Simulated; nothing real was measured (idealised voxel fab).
The process module presented herein is designated voxel wiring stack.
Displayed cross-section: cut, width of 245 nm, square cells sized 5 nm.
For the purposes of this document, a cross-section shall be understood as a grid of square cells, specified as bands listed in top-to-bottom order, each band consisting of one or more rows of cells. What a band's entry tells you: where the top is and where the bottom is, as heights in nm, and after that what lies inside, material by material from left to right, each with its width in nm. Empty space is written as the word "blank", and a single material marked with the word "throughout" occupies the band from edge to edge. Below 0: as-received wafer, all one material; heights counted from there. Lowest band: no bottom, goes on down, written "0 and below". Width spec "30..40" -> top row of cells at first value, bottom row at second value, equal per-row change in between. The designation "no change", where it is given for a processing step, indicates that no cell of the cross-section was altered in the course of that step. Basically, "Sealed void list" tells you about the enclosed voids: empty spaces with no open way to the top, 8 cells or bigger, each written width x height at distance, where distance is from the left edge, all in nm. On each step's line, the part that comes after the settings is the simulator's own comment on the step. Regarding "overlay nm": on a step with a mask, it is the distance the mask lay to the right of its planned place; a negative value places it to the left.

## Planned process steps
1: op RECEIVE | material Si
2: op CONFORMAL_DEP | material SiO2 | thk nm 15
3: op DIRECTIONAL_DEP | material TiN | thk nm 5
4: op DIRECTIONAL_DEP | material W | thk nm 20
5: op DIRECTIONAL_DEP | material aC | thk nm 15
6: op PATTERN | tone cover | mask id METAL_1 | material resist | width nm 20 | pitch nm 50 | thk nm 35 | overlay nm 0
7: op DIRECTIONAL_ETCH | etch materials aC | depth nm 15
8: op STRIP | etch materials resist
9: op DIRECTIONAL_ETCH | etch materials W | depth nm 20
10: op DIRECTIONAL_ETCH | etch materials TiN | depth nm 5
11: op STRIP | etch materials aC
12: op FILL_DEP | material lowk | thk nm 10
13: op CMP | height nm 40
14: op CONFORMAL_DEP | material SiCN | thk nm 5
15: op DIRECTIONAL_DEP | material SiO2 | thk nm 15
16: op MASKED_ETCH | tone open | mask id PLUG_1 | width nm 15 | etch materials SiO2 | depth nm 15 | overlay nm 0
17: op MASKED_ETCH | tone open | mask id PLUG_1 | width nm 15 | etch materials SiCN | depth nm 5 | overlay nm 0
18: op EPI | material Ru | thk nm 10
19: op EPI | material Ru | thk nm 10
20: op DIRECTIONAL_DEP | material TiN | thk nm 5
21: op DIRECTIONAL_DEP | material Ru | thk nm 20
22: op MASKED_ETCH | tone cover | mask id METAL_2 | width nm 20 | pitch nm 50 | etch materials Ru | depth nm 20 | overlay nm 0
23: op MASKED_ETCH | tone cover | mask id METAL_2 | width nm 20 | pitch nm 50 | etch materials TiN | depth nm 5 | overlay nm 0
24: op CONFORMAL_DEP | material SiN | thk nm 5
25: op FILL_DEP | material lowk | thk nm 10
26: op CMP | height nm 85
27: op CONFORMAL_DEP | material SiCN | thk nm 5
28: op DIRECTIONAL_DEP | material lowk | thk nm 10
29: op DIRECTIONAL_DEP | material aC | thk nm 10
30: op PATTERN | tone open | mask id PLUG_2 | material resist | width nm 15 | thk nm 25 | overlay nm 0
31: op DIRECTIONAL_ETCH | etch materials aC | depth nm 10
32: op STRIP | etch materials resist
33: op DIRECTIONAL_ETCH | etch materials lowk | depth nm 10
34: op DIRECTIONAL_ETCH | etch materials SiCN | depth nm 5
35: op STRIP | etch materials aC
36: op CONFORMAL_DEP | material TiN | thk nm 5
37: op FILL_DEP | material Cu | thk nm 5
38: op CMP | height nm 100
39: op CONFORMAL_DEP | material SiN | thk nm 5
40: op DIRECTIONAL_DEP | material SiO2 | thk nm 15
41: op PATTERN | tone open | mask id METAL_3 | material resist | width nm 20 | pitch nm 50 | thk nm 20 | overlay nm 0
42: op DIRECTIONAL_ETCH | etch materials SiO2 | depth nm 15
43: op DIRECTIONAL_ETCH | etch materials SiN | depth nm 5
44: op STRIP | etch materials resist
45: op CONFORMAL_DEP | material TiN | thk nm 5
46: op FILL_DEP | material W | thk nm 5
47: op CMP | height nm 120
48: op EPI | material Ru | thk nm 5
49: op FILL_DEP | material SiCN | thk nm 5
50: op DIRECTIONAL_DEP | material lowk | thk nm 30
51: op MASKED_ETCH | tone open | mask id METAL_4_HOLES | width nm 15 | pitch nm 50 | etch materials lowk | depth nm 30 | overlay nm 0
52: op PATTERN | tone open | mask id METAL_4 | material resist | width nm 20 | pitch nm 50 | thk nm 20 | overlay nm 0
53: op DIRECTIONAL_ETCH | etch materials lowk | depth nm 15
54: op DIRECTIONAL_ETCH | etch materials SiCN | depth nm 5
55: op STRIP | etch materials resist
56: op CONFORMAL_DEP | material TiN | thk nm 5
57: op FILL_DEP | material Cu | thk nm 5
58: op CMP | height nm 160
59: op CONFORMAL_DEP | material SiCN | thk nm 5

## The following pertains to the first of two wafers, which was processed as planned

## Cross-section, incoming material, after step 1
- 0 and below = Si throughout
- Sealed void list: none

## Cross-section: wafer state after step 2
- 15 down to 0 = SiO2 throughout
- Note: structure below 0 unchanged.

## Cross-section: wafer state after step 3
- 20 down to 15 = TiN throughout
- Note: structure below 15 unchanged.

## Cross-section: wafer state after step 4
- 40 down to 20 = W throughout
- Note: structure below 20 unchanged.

## Cross-section: wafer state after step 5
- 55 down to 40 = aC throughout
- Note: structure below 40 unchanged.

## Cross-section: wafer state after step 6
- 90 down to 55 = blank (85) / resist (20) / blank (30) / resist (20) / blank (90)
- Note: structure below 55 unchanged.

## Cross-section: wafer state after step 7
- 75 down to 55 = blank (85) / resist (20) / blank (30) / resist (20) / blank (90)
- 55 down to 40 = blank (85) / aC (20) / blank (30) / aC (20) / blank (90)
- Note: structure below 40 unchanged.

## Cross-section: wafer state after step 8
- 55 down to 40 = blank (85) / aC (20) / blank (30) / aC (20) / blank (90)
- Note: structure below 40 unchanged.

## Cross-section: wafer state after step 9
- 55 down to 40 = blank (85) / aC (20) / blank (30) / aC (20) / blank (90)
- 40 down to 20 = blank (85) / W (20) / blank (30) / W (20) / blank (90)
- Note: structure below 20 unchanged.

## Cross-section: wafer state after step 10
- 55 down to 40 = blank (85) / aC (20) / blank (30) / aC (20) / blank (90)
- 40 down to 20 = blank (85) / W (20) / blank (30) / W (20) / blank (90)
- 20 down to 15 = blank (85) / TiN (20) / blank (30) / TiN (20) / blank (90)
- Note: structure below 15 unchanged.

## Cross-section: wafer state after step 11
- 40 down to 20 = blank (85) / W (20) / blank (30) / W (20) / blank (90)
- Note: structure below 20 unchanged.

## Cross-section: wafer state after step 12
- 50 down to 40 = lowk throughout
- 40 down to 20 = lowk (85) / W (20) / lowk (30) / W (20) / lowk (90)
- 20 down to 15 = lowk (85) / TiN (20) / lowk (30) / TiN (20) / lowk (90)
- Note: structure below 15 unchanged.

## Cross-section: wafer state after step 13
- 40 down to 20 = lowk (85) / W (20) / lowk (30) / W (20) / lowk (90)
- Note: structure below 20 unchanged.

## Cross-section: wafer state after step 14
- 45 down to 40 = SiCN throughout
- Note: structure below 40 unchanged.

## Cross-section: wafer state after step 15
- 60 down to 45 = SiO2 throughout
- Note: structure below 45 unchanged.

## Cross-section: wafer state after step 16
- 60 down to 45 = SiO2 (85) / blank (15) / SiO2 (145)
- Note: structure below 45 unchanged.

## Cross-section: wafer state after step 17
- 60 down to 45 = SiO2 (85) / blank (15) / SiO2 (145)
- 45 down to 40 = SiCN (85) / blank (15) / SiCN (145)
- Note: structure below 40 unchanged.

## Cross-section: wafer state after step 18
- 60 down to 50 = SiO2 (85) / blank (15) / SiO2 (145)
- 50 down to 45 = SiO2 (85) / Ru (15) / SiO2 (145)
- 45 down to 40 = SiCN (85) / Ru (15) / SiCN (145)
- Note: structure below 40 unchanged.

## Cross-section: wafer state after step 19
- 60 down to 45 = SiO2 (85) / Ru (15) / SiO2 (145)
- Note: structure below 45 unchanged.

## Cross-section: wafer state after step 20
- 65 down to 60 = TiN throughout
- Note: structure below 60 unchanged.

## Cross-section: wafer state after step 21
- 85 down to 65 = Ru throughout
- Note: structure below 65 unchanged.

## Cross-section: wafer state after step 22
- 85 down to 65 = blank (85) / Ru (20) / blank (30) / Ru (20) / blank (90)
- Note: structure below 65 unchanged.

## Cross-section: wafer state after step 23
- 85 down to 65 = blank (85) / Ru (20) / blank (30) / Ru (20) / blank (90)
- 65 down to 60 = blank (85) / TiN (20) / blank (30) / TiN (20) / blank (90)
- Note: structure below 60 unchanged.

## Cross-section: wafer state after step 24
- 90 down to 85 = blank (80) / SiN (30) / blank (20) / SiN (30) / blank (85)
- 85 down to 65 = blank (80) / SiN (5) / Ru (20) / SiN (5) / blank (20) / SiN (5) / Ru (20) / SiN (5) / blank (85)
- 65 down to 60 = SiN (85) / TiN (20) / SiN (30) / TiN (20) / SiN (90)
- Note: structure below 60 unchanged.

## Cross-section: wafer state after step 25
- 100 down to 90 = lowk throughout
- 90 down to 85 = lowk (80) / SiN (30) / lowk (20) / SiN (30) / lowk (85)
- 85 down to 65 = lowk (80) / SiN (5) / Ru (20) / SiN (5) / lowk (20) / SiN (5) / Ru (20) / SiN (5) / lowk (85)
- Note: structure below 65 unchanged.

## Cross-section: wafer state after step 26
- 85 down to 65 = lowk (80) / SiN (5) / Ru (20) / SiN (5) / lowk (20) / SiN (5) / Ru (20) / SiN (5) / lowk (85)
- Note: structure below 65 unchanged.

## Cross-section: wafer state after step 27
- 90 down to 85 = SiCN throughout
- Note: structure below 85 unchanged.

## Cross-section: wafer state after step 28
- 100 down to 90 = lowk throughout
- Note: structure below 90 unchanged.

## Cross-section: wafer state after step 29
- 110 down to 100 = aC throughout
- Note: structure below 100 unchanged.

## Cross-section: wafer state after step 30
- 135 down to 110 = resist (85) / blank (15) / resist (145)
- Note: structure below 110 unchanged.

## Cross-section: wafer state after step 31
- 125 down to 110 = resist (85) / blank (15) / resist (145)
- 110 down to 100 = aC (85) / blank (15) / aC (145)
- Note: structure below 100 unchanged.

## Cross-section: wafer state after step 32
- 110 down to 100 = aC (85) / blank (15) / aC (145)
- Note: structure below 100 unchanged.

## Cross-section: wafer state after step 33
- 110 down to 100 = aC (85) / blank (15) / aC (145)
- 100 down to 90 = lowk (85) / blank (15) / lowk (145)
- Note: structure below 90 unchanged.

## Cross-section: wafer state after step 34
- 110 down to 100 = aC (85) / blank (15) / aC (145)
- 100 down to 90 = lowk (85) / blank (15) / lowk (145)
- 90 down to 85 = SiCN (85) / blank (15) / SiCN (145)
- Note: structure below 85 unchanged.

## Cross-section: wafer state after step 35
- 100 down to 90 = lowk (85) / blank (15) / lowk (145)
- Note: structure below 90 unchanged.

## Cross-section: wafer state after step 36
- 105 down to 100 = TiN (90) / blank (5) / TiN (150)
- 100 down to 90 = lowk (85) / TiN (5) / blank (5) / TiN (5) / lowk (145)
- 90 down to 85 = SiCN (85) / TiN (15) / SiCN (145)
- Note: structure below 85 unchanged.

## Cross-section: wafer state after step 37
- 110 down to 105 = Cu throughout
- 105 down to 100 = TiN (90) / Cu (5) / TiN (150)
- 100 down to 90 = lowk (85) / TiN (5) / Cu (5) / TiN (5) / lowk (145)
- Note: structure below 90 unchanged.

## Cross-section: wafer state after step 38
- 100 down to 90 = lowk (85) / TiN (5) / Cu (5) / TiN (5) / lowk (145)
- Note: structure below 90 unchanged.

## Cross-section: wafer state after step 39
- 105 down to 100 = SiN throughout
- Note: structure below 100 unchanged.

## Cross-section: wafer state after step 40
- 120 down to 105 = SiO2 throughout
- Note: structure below 105 unchanged.

## Cross-section: wafer state after step 41
- 140 down to 120 = resist (85) / blank (20) / resist (30) / blank (20) / resist (90)
- Note: structure below 120 unchanged.

## Cross-section: wafer state after step 42
- 140 down to 120 = resist (85) / blank (20) / resist (30) / blank (20) / resist (90)
- 120 down to 105 = SiO2 (85) / blank (20) / SiO2 (30) / blank (20) / SiO2 (90)
- Note: structure below 105 unchanged.

## Cross-section: wafer state after step 43
- 140 down to 120 = resist (85) / blank (20) / resist (30) / blank (20) / resist (90)
- 120 down to 105 = SiO2 (85) / blank (20) / SiO2 (30) / blank (20) / SiO2 (90)
- 105 down to 100 = SiN (85) / blank (20) / SiN (30) / blank (20) / SiN (90)
- Note: structure below 100 unchanged.

## Cross-section: wafer state after step 44
- 120 down to 105 = SiO2 (85) / blank (20) / SiO2 (30) / blank (20) / SiO2 (90)
- Note: structure below 105 unchanged.

## Cross-section: wafer state after step 45
- 125 down to 120 = TiN (90) / blank (10) / TiN (40) / blank (10) / TiN (95)
- 120 down to 105 = SiO2 (85) / TiN (5) / blank (10) / TiN (5) / SiO2 (30) / TiN (5) / blank (10) / TiN (5) / SiO2 (90)
- 105 down to 100 = SiN (85) / TiN (20) / SiN (30) / TiN (20) / SiN (90)
- Note: structure below 100 unchanged.

## Cross-section: wafer state after step 46
- 130 down to 125 = W throughout
- 125 down to 120 = TiN (90) / W (10) / TiN (40) / W (10) / TiN (95)
- 120 down to 105 = SiO2 (85) / TiN (5) / W (10) / TiN (5) / SiO2 (30) / TiN (5) / W (10) / TiN (5) / SiO2 (90)
- Note: structure below 105 unchanged.

## Cross-section: wafer state after step 47
- 120 down to 105 = SiO2 (85) / TiN (5) / W (10) / TiN (5) / SiO2 (30) / TiN (5) / W (10) / TiN (5) / SiO2 (90)
- Note: structure below 105 unchanged.

## Cross-section: wafer state after step 48
- 125 down to 120 = blank (80) / Ru (30) / blank (20) / Ru (30) / blank (85)
- Note: structure below 120 unchanged.

## Cross-section: wafer state after step 49
- 130 down to 125 = SiCN throughout
- 125 down to 120 = SiCN (80) / Ru (30) / SiCN (20) / Ru (30) / SiCN (85)
- Note: structure below 120 unchanged.

## Cross-section: wafer state after step 50
- 160 down to 130 = lowk throughout
- Note: structure below 130 unchanged.

## Cross-section: wafer state after step 51
- 160 down to 130 = lowk (85) / blank (15) / lowk (35) / blank (15) / lowk (95)
- Note: structure below 130 unchanged.

## Cross-section: wafer state after step 52
- 180 down to 160 = resist (85) / blank (20) / resist (30) / blank (20) / resist (90)
- Note: structure below 160 unchanged.

## Cross-section: wafer state after step 53
- 180 down to 160 = resist (85) / blank (20) / resist (30) / blank (20) / resist (90)
- 160 down to 145 = lowk (85) / blank (20) / lowk (30) / blank (20) / lowk (90)
- Note: structure below 145 unchanged.

## Cross-section: wafer state after step 54
- 180 down to 160 = resist (85) / blank (20) / resist (30) / blank (20) / resist (90)
- 160 down to 145 = lowk (85) / blank (20) / lowk (30) / blank (20) / lowk (90)
- 145 down to 130 = lowk (85) / blank (15) / lowk (35) / blank (15) / lowk (95)
- 130 down to 125 = SiCN (85) / blank (15) / SiCN (35) / blank (15) / SiCN (95)
- Note: structure below 125 unchanged.

## Cross-section: wafer state after step 55
- 160 down to 145 = lowk (85) / blank (20) / lowk (30) / blank (20) / lowk (90)
- Note: structure below 145 unchanged.

## Cross-section: wafer state after step 56
- 165 down to 160 = TiN (90) / blank (10) / TiN (40) / blank (10) / TiN (95)
- 160 down to 150 = lowk (85) / TiN (5) / blank (10) / TiN (5) / lowk (30) / TiN (5) / blank (10) / TiN (5) / lowk (90)
- 150 down to 145 = lowk (85) / TiN (5) / blank (5) / TiN (10) / lowk (30) / TiN (5) / blank (5) / TiN (10) / lowk (90)
- 145 down to 130 = lowk (85) / TiN (5) / blank (5) / TiN (5) / lowk (35) / TiN (5) / blank (5) / TiN (5) / lowk (95)
- 130 down to 125 = SiCN (85) / TiN (15) / SiCN (35) / TiN (15) / SiCN (95)
- Note: structure below 125 unchanged.

## Cross-section: wafer state after step 57
- 170 down to 165 = Cu throughout
- 165 down to 160 = TiN (90) / Cu (10) / TiN (40) / Cu (10) / TiN (95)
- 160 down to 150 = lowk (85) / TiN (5) / Cu (10) / TiN (5) / lowk (30) / TiN (5) / Cu (10) / TiN (5) / lowk (90)
- 150 down to 145 = lowk (85) / TiN (5) / Cu (5) / TiN (10) / lowk (30) / TiN (5) / Cu (5) / TiN (10) / lowk (90)
- 145 down to 130 = lowk (85) / TiN (5) / Cu (5) / TiN (5) / lowk (35) / TiN (5) / Cu (5) / TiN (5) / lowk (95)
- Note: structure below 130 unchanged.

## Cross-section: wafer state after step 58
- 160 down to 150 = lowk (85) / TiN (5) / Cu (10) / TiN (5) / lowk (30) / TiN (5) / Cu (10) / TiN (5) / lowk (90)
- Note: structure below 150 unchanged.

## Cross-section: wafer state after step 59
- 165 down to 160 = SiCN throughout
- Note: structure below 160 unchanged.

## The Second Wafer: Common Origin and Plan, One Mistake in Execution, Identical to the First Through Step 21

## when step 22 should have ended
- 85 down to 65 = Ru (85) / blank (20) / Ru (30) / blank (20) / Ru (90)
- Note: structure below 65 unchanged.

when step 23 should have ended: no change

## when step 24 should have ended
- 90 down to 85 = SiN (90) / blank (10) / SiN (40) / blank (10) / SiN (95)
- 85 down to 70 = Ru (85) / SiN (5) / blank (10) / SiN (5) / Ru (30) / SiN (5) / blank (10) / SiN (5) / Ru (90)
- 70 down to 65 = Ru (85) / SiN (20) / Ru (30) / SiN (20) / Ru (90)
- Note: structure below 65 unchanged.

## when step 25 should have ended
- 100 down to 90 = lowk throughout
- 90 down to 85 = SiN (90) / lowk (10) / SiN (40) / lowk (10) / SiN (95)
- 85 down to 70 = Ru (85) / SiN (5) / lowk (10) / SiN (5) / Ru (30) / SiN (5) / lowk (10) / SiN (5) / Ru (90)
- Note: structure below 70 unchanged.

## when step 26 should have ended
- 85 down to 70 = Ru (85) / SiN (5) / lowk (10) / SiN (5) / Ru (30) / SiN (5) / lowk (10) / SiN (5) / Ru (90)
- Note: structure below 70 unchanged.

## when step 27 should have ended
- 90 down to 85 = SiCN throughout
- Note: structure below 85 unchanged.

## when step 28 should have ended
- 100 down to 90 = lowk throughout
- Note: structure below 90 unchanged.

## when step 29 should have ended
- 110 down to 100 = aC throughout
- Note: structure below 100 unchanged.

## when step 30 should have ended
- 135 down to 110 = resist (85) / blank (15) / resist (145)
- Note: structure below 110 unchanged.

## when step 31 should have ended
- 125 down to 110 = resist (85) / blank (15) / resist (145)
- 110 down to 100 = aC (85) / blank (15) / aC (145)
- Note: structure below 100 unchanged.

## when step 32 should have ended
- 110 down to 100 = aC (85) / blank (15) / aC (145)
- Note: structure below 100 unchanged.

## when step 33 should have ended
- 110 down to 100 = aC (85) / blank (15) / aC (145)
- 100 down to 90 = lowk (85) / blank (15) / lowk (145)
- Note: structure below 90 unchanged.

## when step 34 should have ended
- 110 down to 100 = aC (85) / blank (15) / aC (145)
- 100 down to 90 = lowk (85) / blank (15) / lowk (145)
- 90 down to 85 = SiCN (85) / blank (15) / SiCN (145)
- Note: structure below 85 unchanged.

## when step 35 should have ended
- 100 down to 90 = lowk (85) / blank (15) / lowk (145)
- Note: structure below 90 unchanged.

## when step 36 should have ended
- 105 down to 100 = TiN (90) / blank (5) / TiN (150)
- 100 down to 90 = lowk (85) / TiN (5) / blank (5) / TiN (5) / lowk (145)
- 90 down to 85 = SiCN (85) / TiN (15) / SiCN (145)
- Note: structure below 85 unchanged.

## when step 37 should have ended
- 110 down to 105 = Cu throughout
- 105 down to 100 = TiN (90) / Cu (5) / TiN (150)
- 100 down to 90 = lowk (85) / TiN (5) / Cu (5) / TiN (5) / lowk (145)
- Note: structure below 90 unchanged.

## when step 38 should have ended
- 100 down to 90 = lowk (85) / TiN (5) / Cu (5) / TiN (5) / lowk (145)
- Note: structure below 90 unchanged.

## when step 39 should have ended
- 105 down to 100 = SiN throughout
- Note: structure below 100 unchanged.

## when step 40 should have ended
- 120 down to 105 = SiO2 throughout
- Note: structure below 105 unchanged.

## when step 41 should have ended
- 140 down to 120 = resist (85) / blank (20) / resist (30) / blank (20) / resist (90)
- Note: structure below 120 unchanged.

## when step 42 should have ended
- 140 down to 120 = resist (85) / blank (20) / resist (30) / blank (20) / resist (90)
- 120 down to 105 = SiO2 (85) / blank (20) / SiO2 (30) / blank (20) / SiO2 (90)
- Note: structure below 105 unchanged.

## when step 43 should have ended
- 140 down to 120 = resist (85) / blank (20) / resist (30) / blank (20) / resist (90)
- 120 down to 105 = SiO2 (85) / blank (20) / SiO2 (30) / blank (20) / SiO2 (90)
- 105 down to 100 = SiN (85) / blank (20) / SiN (30) / blank (20) / SiN (90)
- Note: structure below 100 unchanged.

## when step 44 should have ended
- 120 down to 105 = SiO2 (85) / blank (20) / SiO2 (30) / blank (20) / SiO2 (90)
- Note: structure below 105 unchanged.

## when step 45 should have ended
- 125 down to 120 = TiN (90) / blank (10) / TiN (40) / blank (10) / TiN (95)
- 120 down to 105 = SiO2 (85) / TiN (5) / blank (10) / TiN (5) / SiO2 (30) / TiN (5) / blank (10) / TiN (5) / SiO2 (90)
- 105 down to 100 = SiN (85) / TiN (20) / SiN (30) / TiN (20) / SiN (90)
- Note: structure below 100 unchanged.

## when step 46 should have ended
- 130 down to 125 = W throughout
- 125 down to 120 = TiN (90) / W (10) / TiN (40) / W (10) / TiN (95)
- 120 down to 105 = SiO2 (85) / TiN (5) / W (10) / TiN (5) / SiO2 (30) / TiN (5) / W (10) / TiN (5) / SiO2 (90)
- Note: structure below 105 unchanged.

## when step 47 should have ended
- 120 down to 105 = SiO2 (85) / TiN (5) / W (10) / TiN (5) / SiO2 (30) / TiN (5) / W (10) / TiN (5) / SiO2 (90)
- Note: structure below 105 unchanged.

## when step 48 should have ended
- 125 down to 120 = blank (80) / Ru (30) / blank (20) / Ru (30) / blank (85)
- Note: structure below 120 unchanged.

## when step 49 should have ended
- 130 down to 125 = SiCN throughout
- 125 down to 120 = SiCN (80) / Ru (30) / SiCN (20) / Ru (30) / SiCN (85)
- Note: structure below 120 unchanged.

## when step 50 should have ended
- 160 down to 130 = lowk throughout
- Note: structure below 130 unchanged.

## when step 51 should have ended
- 160 down to 130 = lowk (85) / blank (15) / lowk (35) / blank (15) / lowk (95)
- Note: structure below 130 unchanged.

## when step 52 should have ended
- 180 down to 160 = resist (85) / blank (20) / resist (30) / blank (20) / resist (90)
- Note: structure below 160 unchanged.

## when step 53 should have ended
- 180 down to 160 = resist (85) / blank (20) / resist (30) / blank (20) / resist (90)
- 160 down to 145 = lowk (85) / blank (20) / lowk (30) / blank (20) / lowk (90)
- Note: structure below 145 unchanged.

## when step 54 should have ended
- 180 down to 160 = resist (85) / blank (20) / resist (30) / blank (20) / resist (90)
- 160 down to 145 = lowk (85) / blank (20) / lowk (30) / blank (20) / lowk (90)
- 145 down to 130 = lowk (85) / blank (15) / lowk (35) / blank (15) / lowk (95)
- 130 down to 125 = SiCN (85) / blank (15) / SiCN (35) / blank (15) / SiCN (95)
- Note: structure below 125 unchanged.

## when step 55 should have ended
- 160 down to 145 = lowk (85) / blank (20) / lowk (30) / blank (20) / lowk (90)
- Note: structure below 145 unchanged.

## when step 56 should have ended
- 165 down to 160 = TiN (90) / blank (10) / TiN (40) / blank (10) / TiN (95)
- 160 down to 150 = lowk (85) / TiN (5) / blank (10) / TiN (5) / lowk (30) / TiN (5) / blank (10) / TiN (5) / lowk (90)
- 150 down to 145 = lowk (85) / TiN (5) / blank (5) / TiN (10) / lowk (30) / TiN (5) / blank (5) / TiN (10) / lowk (90)
- 145 down to 130 = lowk (85) / TiN (5) / blank (5) / TiN (5) / lowk (35) / TiN (5) / blank (5) / TiN (5) / lowk (95)
- 130 down to 125 = SiCN (85) / TiN (15) / SiCN (35) / TiN (15) / SiCN (95)
- Note: structure below 125 unchanged.

## when step 57 should have ended
- 170 down to 165 = Cu throughout
- 165 down to 160 = TiN (90) / Cu (10) / TiN (40) / Cu (10) / TiN (95)
- 160 down to 150 = lowk (85) / TiN (5) / Cu (10) / TiN (5) / lowk (30) / TiN (5) / Cu (10) / TiN (5) / lowk (90)
- 150 down to 145 = lowk (85) / TiN (5) / Cu (5) / TiN (10) / lowk (30) / TiN (5) / Cu (5) / TiN (10) / lowk (90)
- 145 down to 130 = lowk (85) / TiN (5) / Cu (5) / TiN (5) / lowk (35) / TiN (5) / Cu (5) / TiN (5) / lowk (95)
- Note: structure below 130 unchanged.

## when step 58 should have ended
- 160 down to 150 = lowk (85) / TiN (5) / Cu (10) / TiN (5) / lowk (30) / TiN (5) / Cu (10) / TiN (5) / lowk (90)
- Note: structure below 150 unchanged.

## when step 59 should have ended
- 165 down to 160 = SiCN throughout
- Note: structure below 160 unchanged.
What broke from the plan during processing? step 22 was processed under conditions differing from the plan, specifically as op MASKED_ETCH | tone open | mask id METAL_2 | width nm 20 | pitch nm 50 | etch materials Ru | depth nm 20 | overlay nm 0
End check, counted in cells, second wafer has more or fewer of these materials than the first: Ru +132 | SiN -37 | TiN +41 | lowk -136
